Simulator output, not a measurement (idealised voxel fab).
The process module that follows is named voxel wiring stack.
This is section cut - it's 155 nm across, gridded in 5 nm square cells.
Cross-section = grid of square cells, listed top down in bands; band = one or more rows.
Each band's line starts with the height of the band's top and of its bottom, in nm. Then come its materials from left to right, each with its width in nm. One material with "everywhere" fills the band from edge to edge. "blank" is empty space.
Counting heights begins at 0, where everything beneath is, in the wafer as received, one material. The lowest band has no bottom; it goes on downwards, as "0 nm and below" shows.
Note: "30->40" means the width goes from the first number (top row of the band) to the second number (bottom row) in equal steps per row of cells.
Where a step carries "everything unchanged", the cross-section came out of it unchanged, cell for cell.
Listed in "Voids, fully enclosed": every empty space of 8 or more cells without an open way to the top. Form: width x height at distance, the distance being from the left edge, all in nm.
Where a step's line continues beyond its settings, the continuation is a remark by the simulator itself on that step.
overlay nm: how far to the right of its planned place the mask lay on this masked step (negative: to the left).
This section lists the process steps that were planned
1,RECEIVE, material Si
2,CONFORMAL_DEP, material SiO2, thk nm 15
3,CONFORMAL_DEP, material SiCN, thk nm 5
4,DIRECTIONAL_DEP, material lowk, thk nm 20
5,PATTERN, tone open, mask id METAL_1, material resist, width nm 20, pitch nm 40, thk nm 20, overlay nm 0
6,DIRECTIONAL_ETCH, etch materials lowk, depth nm 20
7,DIRECTIONAL_ETCH, etch materials SiCN, depth nm 5
8,STRIP, etch materials resist
9,CONFORMAL_DEP, material TiN, thk nm 5
10,FILL_DEP, material W, thk nm 10
11,CMP, height nm 40
12,CONFORMAL_DEP, material SiCN, thk nm 5
13,DIRECTIONAL_DEP, material lowk, thk nm 15
14,MASKED_ETCH, tone open, mask id PLUG_1, width nm 15, pitch nm 40, etch materials lowk, depth nm 15, overlay nm 0
15,MASKED_ETCH, tone open, mask id PLUG_1, width nm 15, pitch nm 40, etch materials SiCN, depth nm 5, overlay nm 0
16,EPI, material Ru, thk nm 10
17,EPI, material Ru, thk nm 10
18,CONFORMAL_DEP, material SiCN, thk nm 5
19,DIRECTIONAL_DEP, material SiO2, thk nm 25
20,DIRECTIONAL_DEP, material aC, thk nm 10
21,PATTERN, tone open, mask id METAL_2, material resist, width nm 20, pitch nm 40, thk nm 25, overlay nm 0
22,DIRECTIONAL_ETCH, etch materials aC, depth nm 10
23,STRIP, etch materials resist
24,DIRECTIONAL_ETCH, etch materials SiO2, depth nm 25
25,DIRECTIONAL_ETCH, etch materials SiCN, depth nm 5
26,STRIP, etch materials aC
27,CONFORMAL_DEP, material TiN, thk nm 5
28,FILL_DEP, material W, thk nm 10
29,CMP, height nm 90
30,CONFORMAL_DEP, material SiCN, thk nm 5
31,DIRECTIONAL_DEP, material SiO2, thk nm 15
32,MASKED_ETCH, tone open, mask id PLUG_2, width nm 15, pitch nm 40, etch materials SiO2, depth nm 15, overlay nm 0
33,MASKED_ETCH, tone open, mask id PLUG_2, width nm 15, pitch nm 40, etch materials SiCN, depth nm 5, overlay nm 0
34,EPI, material Ru, thk nm 10
35,EPI, material Ru, thk nm 10
36,CONFORMAL_DEP, material SiCN, thk nm 5
37,DIRECTIONAL_DEP, material lowk, thk nm 15
38,DIRECTIONAL_DEP, material aC, thk nm 10
39,PATTERN, tone open, mask id METAL_3, material resist, width nm 15, pitch nm 40, thk nm 30, overlay nm 0
40,DIRECTIONAL_ETCH, etch materials aC, depth nm 10
41,STRIP, etch materials resist
42,DIRECTIONAL_ETCH, etch materials lowk, depth nm 15
43,DIRECTIONAL_ETCH, etch materials SiCN, depth nm 5
44,STRIP, etch materials aC
45,CONFORMAL_DEP, material TiN, thk nm 5
46,FILL_DEP, material Cu, thk nm 5
47,CMP, height nm 130
48,EPI, material Ru, thk nm 5
49,FILL_DEP, material SiCN, thk nm 5
Across this set of wafers, the varied parameter is the width nm of step 39. Starting conditions are identical for every wafer, and the plan reports the value assigned to the first wafer.
First of several wafers (as received, post step 1), cross-sectional view
- 0 nm and below = Si everywhere
- Voids, fully enclosed: none
Shown in cross-section: the first of several wafers at the end of the module, after its last step, step 49
- 140 nm to 135 nm = SiCN everywhere
- 135 nm to 130 nm = SiCN (25), then Ru (25), then SiCN (15), then Ru (25), then SiCN (15), then Ru (25), then SiCN (25)
- 130 nm to 115 nm = lowk (30), then TiN (5), then Cu (5), then TiN (5), then lowk (25), then TiN (5), then Cu (5), then TiN (5), then lowk (25), then TiN (5), then Cu (5), then TiN (5), then lowk (30)
- 115 nm to 110 nm = SiCN (30), then TiN (15), then SiCN (25), then TiN (15), then SiCN (25), then TiN (15), then SiCN (30)
- 110 nm to 95 nm = SiO2 (25), then Ru (15), then SiO2 (25), then Ru (15), then SiO2 (25), then Ru (15), then SiO2 (35)
- 95 nm to 90 nm = SiCN (25), then Ru (15), then SiCN (25), then Ru (15), then SiCN (25), then Ru (15), then SiCN (35)
- 90 nm to 65 nm = SiO2 (25), then TiN (5), then W (10), then TiN (5), then SiO2 (20), then TiN (5), then W (10), then TiN (5), then SiO2 (20), then TiN (5), then W (10), then TiN (5), then SiO2 (30)
- 65 nm to 60 nm = SiCN (25), then TiN (20), then SiCN (20), then TiN (20), then SiCN (20), then TiN (20), then SiCN (30)
- 60 nm to 45 nm = lowk (25), then Ru (15), then lowk (25), then Ru (15), then lowk (25), then Ru (15), then lowk (35)
- 45 nm to 40 nm = SiCN (25), then Ru (15), then SiCN (25), then Ru (15), then SiCN (25), then Ru (15), then SiCN (35)
- 40 nm to 20 nm = lowk (25), then TiN (5), then W (10), then TiN (5), then lowk (20), then TiN (5), then W (10), then TiN (5), then lowk (20), then TiN (5), then W (10), then TiN (5), then lowk (30)
- 20 nm to 15 nm = SiCN (25), then TiN (20), then SiCN (20), then TiN (20), then SiCN (20), then TiN (20), then SiCN (30)
- 15 nm to 0 nm = SiO2 everywhere
- 0 nm and below = Si everywhere
- Voids, fully enclosed: none
Cross-sectional view, end of module, last wafer of several
- 140 nm to 135 nm = SiCN everywhere
- 135 nm to 130 nm = SiCN (20), then Ru (35), then SiCN (5), then Ru (35), then SiCN (5), then Ru (35), then SiCN (20)
- 130 nm to 115 nm = lowk (25), then TiN (5), then Cu (15), then TiN (5), then lowk (15), then TiN (5), then Cu (15), then TiN (5), then lowk (15), then TiN (5), then Cu (15), then TiN (5), then lowk (25)
- 115 nm to 110 nm = SiCN (25), then TiN (25), then SiCN (15), then TiN (25), then SiCN (15), then TiN (25), then SiCN (25)
- 110 nm to 95 nm = SiO2 (25), then Ru (15), then SiO2 (25), then Ru (15), then SiO2 (25), then Ru (15), then SiO2 (35)
- 95 nm to 90 nm = SiCN (25), then Ru (15), then SiCN (25), then Ru (15), then SiCN (25), then Ru (15), then SiCN (35)
- 90 nm to 65 nm = SiO2 (25), then TiN (5), then W (10), then TiN (5), then SiO2 (20), then TiN (5), then W (10), then TiN (5), then SiO2 (20), then TiN (5), then W (10), then TiN (5), then SiO2 (30)
- 65 nm to 60 nm = SiCN (25), then TiN (20), then SiCN (20), then TiN (20), then SiCN (20), then TiN (20), then SiCN (30)
- 60 nm to 45 nm = lowk (25), then Ru (15), then lowk (25), then Ru (15), then lowk (25), then Ru (15), then lowk (35)
- 45 nm to 40 nm = SiCN (25), then Ru (15), then SiCN (25), then Ru (15), then SiCN (25), then Ru (15), then SiCN (35)
- 40 nm to 20 nm = lowk (25), then TiN (5), then W (10), then TiN (5), then lowk (20), then TiN (5), then W (10), then TiN (5), then lowk (20), then TiN (5), then W (10), then TiN (5), then lowk (30)
- 20 nm to 15 nm = SiCN (25), then TiN (20), then SiCN (20), then TiN (20), then SiCN (20), then TiN (20), then SiCN (30)
- 15 nm to 0 nm = SiO2 everywhere
- 0 nm and below = Si everywhere
- Voids, fully enclosed: none
Below: a row per wafer. Contents at end of module: for every material, cells gained since receipt (+) or lost since receipt (-); then closed voids
width nm 15 | +9 Cu | +87 Ru | +151 SiCN | +254 SiO2 | +105 TiN | +54 W | +208 lowk | Voids, fully enclosed: none
width nm 20 | +18 Cu | +90 Ru | +145 SiCN | +254 SiO2 | +108 TiN | +54 W | +199 lowk | Voids, fully enclosed: none
width nm 25 | +27 Cu | +93 Ru | +139 SiCN | +254 SiO2 | +111 TiN | +54 W | +190 lowk | Voids, fully enclosed: none
